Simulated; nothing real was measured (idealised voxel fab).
process module | voxel local oxidation
cross-section cut | 220 nm wide | cells 5 nm
A cross-section is a grid of square cells, given in bands from the top down. A band is one or more rows of cells.
Each band's line starts with the height of the band's top and of its bottom, in nm. Then come its materials from left to right, each with its width in nm. One material with "throughout" fills the band from edge to edge. "air" is empty space.
Height 0 is the level under which the wafer as received is all one material. The lowest band goes on downwards, as in "0 down".
A width such as "30 to 40" changes by the same amount from each row of cells to the next, from the band's top row to its bottom row.
"no change" after a step means that no cell of the cross-section changed.
closed voids: empty space of 8 cells or more with no open way to the top, each as width x height at its distance from the left edge, in nm
after a step's settings: what the simulator itself notes on the step
overlay nm, on a step with a mask: how far to the right of its planned place the mask lay; to the left if negative
plan
1 op RECEIVE | material Si
2 op OXIDIZE | depth nm 5
3 op CONFORMAL_DEP | material SiN | thk nm 10
4 op DIRECTIONAL_DEP | material aC | thk nm 10
5 op PATTERN | tone cover | mask id ACTIVE | material resist | width nm 115 | thk nm 25 | overlay nm 0
6 op DIRECTIONAL_ETCH | etch materials aC | depth nm 10
7 op STRIP | etch materials resist
8 op DIRECTIONAL_ETCH | etch materials SiN | depth nm 10
9 op STRIP | etch materials aC
10 op SELECTIVE_ETCH | etch materials SiO2 | depth nm 5
11 op OXIDIZE | depth nm 15
12 op STRIP | etch materials SiN
as received, after step 1
  0 down: Si throughout
  closed voids: none
a wafer at the end: this start, this plan, one mistake
  0 to -5: air 55 | SiO2 110 | air 55
  -5 to -20: SiO2 70 | Si 80 | SiO2 70
  -20 down: Si throughout
  closed voids: none
what went wrong: step 5 ran as: op PATTERN | tone cover | mask id ACTIVE | material resist | width nm 120 | thk nm 25 | overlay nm 0
